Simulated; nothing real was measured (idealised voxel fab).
Process module heading - voxel gate over fins
Section shown: cut. Width: 250 nm. Cell size: 5 nm, square.
Each cross-section below is a grid of square cells, stated as bands in top-down order, with one or more rows of cells making up each band.
The band entry comprises the height of the band's top followed by the height of its bottom, expressed in nm, and subsequently the band's materials from left to right, each stated together with its width in nm. Where a single material is marked with the word "full width", that material fills the band from edge to edge. The word "empty" represents empty space.
Heights are reckoned from 0. Under this level, the received wafer is all of one material. The bottommost band is open-ended downward, for example "from 0 down".
Width "30 to 40": first value at the band's top row of cells, second value at its bottom row, equal change from row to row.
Where a step carries "identical to before", the cross-section came out of it unchanged, cell for cell.
Reported under the label "Sealed internal cavities" are the empty spaces having no open way to the top and comprising 8 cells or more; the notation for each is width x height at distance, in which the distance is measured from the left edge and all three values are in nm.
On a step's line, text after the settings is the simulator commenting on that step.
overlay nm: mask right of planned place by this much (step with mask). Neg. = left.
The planned process steps are enumerated hereunder:
1) RECEIVE [material Si]
2) CONFORMAL_DEP [material SiN] [thk nm 5]
3) MASKED_ETCH [tone cover] [mask id FINS] [width nm 15] [pitch nm 55] [etch materials SiN] [depth nm 5] [overlay nm 0]
4) MASKED_ETCH [tone cover] [mask id FINS] [width nm 15] [pitch nm 55] [etch materials Si] [depth nm 40] [overlay nm 0]
5) OXIDIZE [depth nm 5]
6) FILL_DEP [material SiO2] [thk nm 15]
7) CMP [height nm 5]
8) MASKED_ETCH [tone open] [mask id RAIL] [width nm 15] [etch materials SiO2] [depth nm 40] [overlay nm 0]
9) CONFORMAL_DEP [material TiN] [thk nm 5]
10) FILL_DEP [material W] [thk nm 10]
11) CMP [height nm 5]
12) SELECTIVE_ETCH [etch materials W Ru TiN] [depth nm 30]
13) FILL_DEP [material SiO2] [thk nm 5]
14) CMP [height nm 5]
15) SELECTIVE_ETCH [etch materials SiO2] [depth nm 20]
16) STRIP [etch materials SiN]
17) CONFORMAL_DEP [material HfO2] [thk nm 5]
18) CONFORMAL_DEP [material TiN] [thk nm 5]
19) FILL_DEP [material W] [thk nm 10]
20) CMP [height nm 15]
21) CONFORMAL_DEP [material SiN] [thk nm 5]
Received-state cross-section, reflecting completion of step 1:
* from 0 down = Si full width
* Sealed internal cavities: none
Cross-section at module end, one run error; start and plan unchanged from above:
* from 20 to 15 = SiN full width
* from 15 to 10 = W full width
* from 10 to 5 = W (25) | TiN (25) | W (30) | TiN (25) | W (30) | TiN (25) | W (30) | TiN (25) | W (35)
* from 5 to 0 = W (25) | TiN (5) | HfO2 (15) | TiN (10) | W (25) | TiN (5) | HfO2 (15) | TiN (10) | W (25) | TiN (5) | HfO2 (15) | TiN (10) | W (25) | TiN (5) | HfO2 (15) | TiN (10) | W (30)
* from 0 to -5 = W (25) | TiN (5) | HfO2 (5) | Si (5) | HfO2 (10) | TiN (5) | W (25) | TiN (5) | HfO2 (5) | Si (5) | HfO2 (10) | TiN (5) | W (25) | TiN (5) | HfO2 (5) | Si (5) | HfO2 (10) | TiN (5) | W (25) | TiN (5) | HfO2 (5) | Si (5) | HfO2 (10) | TiN (5) | W (30)
* from -5 to -10 = TiN (30) | HfO2 (5) | Si (10) | HfO2 (5) | TiN (35) | HfO2 (5) | Si (10) | HfO2 (5) | TiN (35) | HfO2 (5) | Si (10) | HfO2 (5) | TiN (35) | HfO2 (5) | Si (10) | HfO2 (5) | TiN (35)
* from -10 to -15 = HfO2 (35) | Si (10) | HfO2 (45) | Si (10) | HfO2 (45) | Si (10) | HfO2 (45) | Si (10) | HfO2 (40)
* from -15 to -25 = SiO2 (35) | Si (10) | SiO2 (45) | Si (10) | SiO2 (45) | Si (10) | SiO2 (45) | Si (10) | SiO2 (40)
* from -25 to -30 = SiO2 (35) | Si (10) | SiO2 (15) | TiN (5) | W (5) | TiN (5) | SiO2 (15) | Si (10) | SiO2 (45) | Si (10) | SiO2 (45) | Si (10) | SiO2 (40)
* from -30 to -35 = SiO2 (35) | Si (10) | SiO2 (15) | TiN (15) | SiO2 (15) | Si (10) | SiO2 (45) | Si (10) | SiO2 (45) | Si (10) | SiO2 (40)
* from -35 to -45 = SiO2 (35) | Si (10) | SiO2 (45) | Si (10) | SiO2 (45) | Si (10) | SiO2 (45) | Si (10) | SiO2 (40)
* from -45 down = Si full width
* Sealed internal cavities: none
Want to know what went wrong? step 3 ran differently from the plan; actual operation with settings: MASKED_ETCH [tone cover] [mask id FINS] [width nm 15] [pitch nm 55] [etch materials SiN] [depth nm 5] [overlay nm -5]
